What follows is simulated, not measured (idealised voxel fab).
Process module, titled voxel self aligned contacts
We display cut, a cross-section 220 nm in width whose square cells are each 5 nm.
Cross-section spec: square-cell grid; bands listed top down; each band is one or more rows. It is stipulated that each band's entry specify, in nanometres, the height of the top of the band and then that of its bottom, followed by the materials of the band in left-to-right sequence, each together with its width in nanometres. A single material marked by the word "full width" is understood to fill the band from edge to edge; the word "empty" is understood to denote empty space. Heights are measured from 0, the level below which the as-received wafer is all one material; the lowest band has no bottom and continues downward, written as in "0 down". Width spec "30..40" -> top row of cells at first value, bottom row at second value, equal per-row change in between. Given "remained the same" for a step, no cell of the cross-section differs between before and after that step. "Completely sealed voids" - sealed voids, min. 8 cells, no opening to top; format: width x height at distance (distance from left edge; nm throughout). Read whatever lies past the settings on a step's line as the simulator's own remark about the step. The optional step-line setting "overlay nm" applies to steps with a mask and quantifies how far to the right of its planned location the mask lay, a negative value indicating leftward placement.

### Process steps - plan
| 1 | RECEIVE | material Si |
| 2 | CONFORMAL_DEP | material SiO2 | thk nm 5 |
| 3 | DIRECTIONAL_DEP | material polySi | thk nm 30 |
| 4 | DIRECTIONAL_DEP | material SiN | thk nm 15 |
| 5 | PATTERN | tone cover | mask id GATE | material resist | width nm 25 | pitch nm 55 | thk nm 20 | overlay nm 0 |
| 6 | DIRECTIONAL_ETCH | etch materials SiN | depth nm 15 |
| 7 | DIRECTIONAL_ETCH | etch materials polySi | depth nm 30 |
| 8 | STRIP | etch materials resist |
| 9 | CONFORMAL_DEP | material SiN | thk nm 5 |
| 10 | DIRECTIONAL_ETCH | etch materials SiN | depth nm 5 |
| 11 | FILL_DEP | material SiO2 | thk nm 10 |
| 12 | CMP | height nm 55 |
| 13 | PATTERN | tone open | mask id CONTACT | material resist | width nm 40 | pitch nm 55 | thk nm 20 | overlay nm 0 |
| 14 | DIRECTIONAL_ETCH | etch materials SiO2 | depth nm 55 |
| 15 | STRIP | etch materials resist |
| 16 | CONFORMAL_DEP | material TiN | thk nm 5 |
| 17 | FILL_DEP | material W | thk nm 5 |
| 18 | CMP | height nm 55 |
| 19 | CONFORMAL_DEP | material SiCN | thk nm 5 |

### So this is the incoming wafer in cross-section - it's already been through step 1
  0 down: Si full width
  Completely sealed voids: none

### The cross-section shown corresponds to the wafer at the conclusion of the module. The initial structure and the process plan are those presented above; however, one mistake occurred in executing the plan
  60 to 55: SiCN full width
  55 to 50: SiO2 (65) | TiN (10) | W (10) | TiN (10) | SiO2 (25) | TiN (10) | W (10) | TiN (10) | SiO2 (70)
  50 to 35: SiO2 (35) | SiN (35) | TiN (5) | W (10) | TiN (5) | SiN (35) | TiN (5) | W (10) | TiN (5) | SiN (35) | SiO2 (40)
  35 to 5: SiO2 (35) | SiN (5) | polySi (25) | SiN (5) | TiN (5) | W (10) | TiN (5) | SiN (5) | polySi (25) | SiN (5) | TiN (5) | W (10) | TiN (5) | SiN (5) | polySi (25) | SiN (5) | SiO2 (40)
  5 to 0: SiO2 (70) | TiN (20) | SiO2 (35) | TiN (20) | SiO2 (75)
  0 down: Si full width
  Completely sealed voids: none
What went wrong in running the wafer? rather than as planned, step 13 actually ran as PATTERN | tone open | mask id CONTACT | material resist | width nm 30 | pitch nm 55 | thk nm 20 | overlay nm 0
